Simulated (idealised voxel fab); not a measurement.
The following process module bears the name voxel gate over fins.
Cross-sectional view cut (width: 240 nm; square cell size: 5 nm).
Cross-section spec: square-cell grid; bands listed top down; each band is one or more rows.
Look at the band entry: it leads with the top's height and the bottom's height in nm. Then it lists the materials left to right, with a width in nm for each. The word "all across" on a single material says that material fills the band edge to edge. The word "air" is empty space.
Height is counted from the level 0, under which the received wafer is composed throughout of one material. The lowest of the bands is not closed at the bottom but continues downward, in the notation "0 -> down".
The expression "30 to 40" gives the width at the extremes of the band, the first number at its top row of cells and the second at its bottom row, with the width changing by equal amounts from each row to the next in between.
Reading "no modifications" for a step: not a cell of the cross-section changed in it.
Listed in "Closed cavity list": every empty space of 8 or more cells without an open way to the top. Form: width x height at distance, the distance being from the left edge, all in nm.
Step line, after settings: the simulator's comment on this step.
The setting "overlay nm" may be written on the line of a step. When the step uses a mask, the value reports how far to the right of the planned place the mask lay, and a negative value reports that it lay to the left.

-- Process steps (planned)
step 1: op RECEIVE | material Si
step 2: op CONFORMAL_DEP | material SiN | thk nm 5
step 3: op PATTERN | tone cover | mask id FINS | material resist | width nm 15 | pitch nm 55 | thk nm 20 | overlay nm 0
step 4: op DIRECTIONAL_ETCH | etch materials SiN | depth nm 5
step 5: op DIRECTIONAL_ETCH | etch materials Si | depth nm 40
step 6: op STRIP | etch materials resist
step 7: op FILL_DEP | material SiO2 | thk nm 5
step 8: op CMP | height nm 5
step 9: op MASKED_ETCH | tone open | mask id RAIL | width nm 15 | etch materials SiO2 | depth nm 40 | overlay nm 0
step 10: op CONFORMAL_DEP | material TiN | thk nm 5
step 11: op FILL_DEP | material W | thk nm 10
step 12: op CMP | height nm 5
step 13: op SELECTIVE_ETCH | etch materials W Ru TiN | depth nm 25
step 14: op FILL_DEP | material SiO2 | thk nm 5
step 15: op CMP | height nm 5
step 16: op SELECTIVE_ETCH | etch materials SiO2 | depth nm 20
step 17: op STRIP | etch materials SiN
step 18: op CONFORMAL_DEP | material HfO2 | thk nm 5
step 19: op CONFORMAL_DEP | material TiN | thk nm 5
step 20: op CONFORMAL_DEP | material TiAl | thk nm 5
step 21: op CONFORMAL_DEP | material TiN | thk nm 5
step 22: op FILL_DEP | material W | thk nm 15
step 23: op CMP | height nm 30
step 24: op CONFORMAL_DEP | material SiCN | thk nm 5
Be aware that, although all wafers share a common starting state, the width nm at step 9 differs among them, and the plan displays the first wafer's value.

-- As-received cross-section, first of several wafers, post step 1
0 -> down | Si all across
Closed cavity list: none

-- Quick look at the cross-section of the first of several wafers after step 24, which wraps up the module
35 -> 30 | SiCN all across
30 -> 20 | W all across
20 -> 15 | W 35, TiN 165, W 40
15 -> 10 | W 35, TiN 5, TiAl 45, TiN 10, TiAl 45, TiN 10, TiAl 45, TiN 5, W 40
10 -> 5 | W 35, TiN 5, TiAl 5, TiN 35, TiAl 5, TiN 10, TiAl 5, TiN 35, TiAl 5, TiN 10, TiAl 5, TiN 35, TiAl 5, TiN 5, W 40
5 -> 0 | TiN 40, TiAl 5, TiN 5, HfO2 25, TiN 5, TiAl 5, TiN 10, TiAl 5, TiN 5, HfO2 25, TiN 5, TiAl 5, TiN 10, TiAl 5, TiN 5, HfO2 25, TiN 5, TiAl 5, TiN 45
0 -> -5 | TiAl 45, TiN 5, HfO2 5, Si 15, HfO2 5, TiN 5, TiAl 20, TiN 5, HfO2 5, Si 15, HfO2 5, TiN 5, TiAl 20, TiN 5, HfO2 5, Si 15, HfO2 5, TiN 5, TiAl 50
-5 -> -10 | TiN 50, HfO2 5, Si 15, HfO2 5, TiN 30, HfO2 5, Si 15, HfO2 5, TiN 30, HfO2 5, Si 15, HfO2 5, TiN 55
-10 -> -15 | HfO2 55, Si 15, HfO2 40, Si 15, HfO2 40, Si 15, HfO2 60
-15 -> -20 | SiO2 55, Si 15, SiO2 40, Si 15, SiO2 40, Si 15, SiO2 60
-20 -> -30 | SiO2 55, Si 15, SiO2 10, TiN 5, W 5, TiN 5, SiO2 15, Si 15, SiO2 40, Si 15, SiO2 60
-30 -> -35 | SiO2 55, Si 15, SiO2 10, TiN 15, SiO2 15, Si 15, SiO2 40, Si 15, SiO2 60
-35 -> -40 | SiO2 55, Si 15, SiO2 40, Si 15, SiO2 40, Si 15, SiO2 60
-40 -> down | Si all across
Closed cavity list: none

-- Last wafer, end of module, cross-section
35 -> 30 | SiCN all across
30 -> 20 | W all across
20 -> 15 | W 35, TiN 165, W 40
15 -> 10 | W 35, TiN 5, TiAl 45, TiN 10, TiAl 45, TiN 10, TiAl 45, TiN 5, W 40
10 -> 5 | W 35, TiN 5, TiAl 5, TiN 35, TiAl 5, TiN 10, TiAl 5, TiN 35, TiAl 5, TiN 10, TiAl 5, TiN 35, TiAl 5, TiN 5, W 40
5 -> 0 | TiN 40, TiAl 5, TiN 5, HfO2 25, TiN 5, TiAl 5, TiN 10, TiAl 5, TiN 5, HfO2 25, TiN 5, TiAl 5, TiN 10, TiAl 5, TiN 5, HfO2 25, TiN 5, TiAl 5, TiN 45
0 -> -5 | TiAl 45, TiN 5, HfO2 5, Si 15, HfO2 5, TiN 5, TiAl 20, TiN 5, HfO2 5, Si 15, HfO2 5, TiN 5, TiAl 20, TiN 5, HfO2 5, Si 15, HfO2 5, TiN 5, TiAl 50
-5 -> -10 | TiN 50, HfO2 5, Si 15, HfO2 5, TiN 30, HfO2 5, Si 15, HfO2 5, TiN 30, HfO2 5, Si 15, HfO2 5, TiN 55
-10 -> -15 | HfO2 55, Si 15, HfO2 40, Si 15, HfO2 40, Si 15, HfO2 60
-15 -> -20 | SiO2 55, Si 15, SiO2 40, Si 15, SiO2 40, Si 15, SiO2 60
-20 -> -30 | SiO2 55, Si 15, SiO2 5, TiN 5, W 20, TiN 5, SiO2 5, Si 15, SiO2 40, Si 15, SiO2 60
-30 -> -35 | SiO2 55, Si 15, SiO2 5, TiN 30, SiO2 5, Si 15, SiO2 40, Si 15, SiO2 60
-35 -> -40 | SiO2 55, Si 15, SiO2 40, Si 15, SiO2 40, Si 15, SiO2 60
-40 -> down | Si all across
Closed cavity list: none

-- End of module, by wafer: material-by-material cell gain (+) or loss (-) since receipt, then closed voids
width nm 15 | +66 HfO2 | -312 Si | +48 SiCN | +186 SiO2 | +66 TiAl | +139 TiN | +143 W | Closed cavity list: none
width nm 20 | +66 HfO2 | -312 Si | +48 SiCN | +183 SiO2 | +66 TiAl | +140 TiN | +145 W | Closed cavity list: none
width nm 25 | +66 HfO2 | -312 Si | +48 SiCN | +180 SiO2 | +66 TiAl | +141 TiN | +147 W | Closed cavity list: none
width nm 30 | +66 HfO2 | -312 Si | +48 SiCN | +177 SiO2 | +66 TiAl | +142 TiN | +149 W | Closed cavity list: none
